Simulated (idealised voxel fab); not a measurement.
Process module name: voxel lift off
Cross-section cut: width 230 nm, square cells of 5 nm.
Throughout this document, each cross-section is represented as a grid of square cells and is presented as a sequence of bands enumerated from the top downward, where a band comprises one or more rows of cells.
In this notation a band is specified by the heights of its top and bottom, in that order and in nm, after which its materials appear from left to right, each paired with its width in nm. The word "throughout" attached to a single material means that material fills the band from edge to edge; the word "air" stands for empty space.
Note: height 0 marks the level under which the wafer is uniformly one material as received. Lowest band unbounded below, written "0 and below".
So if you see something like "30->40" for the width, read it as the top row of the band sitting at the first number and the bottom row at the second, with every row in between moving by the same amount as the last.
No cell of the cross-section changed in a step that is given as "everything unchanged".
This entry, "Internal closed voids", enumerates those empty regions of no fewer than 8 cells that possess no open connection to the top. Each region is reported in the form width x height at distance, the distance being taken from the left edge, with all three quantities expressed in nm.
That trailing text on a step's line, after the settings, is the simulator's own remark on the step.
What "overlay nm" on a step's line means: if the step has a mask, that mask lay this far to the right of its planned place, or, when the value is negative, to the left.
# Intended process steps
| 1 | RECEIVE, material Si |
| 2 | CONFORMAL_DEP, material SiN, thk nm 5 |
| 3 | PATTERN, tone open, mask id LINES, material resist, width nm 30, pitch nm 55, thk nm 15, overlay nm 0 |
| 4 | DIRECTIONAL_DEP, material Ru, thk nm 5 |
| 5 | STRIP, etch materials resist |
| 6 | CONFORMAL_DEP, material SiO2, thk nm 10 |
# Wafer at receipt (post step 1), cross-section
0 and below | Si throughout
Internal closed voids: none
# One mistake in running the module, otherwise start and plan as above: cross-section at the end
15 down to 5 | SiO2 throughout
5 down to 0 | SiN throughout
0 and below | Si throughout
Internal closed voids: none
Finding, execution versus plan: the plan's step 4 went unexecuted, having been skipped
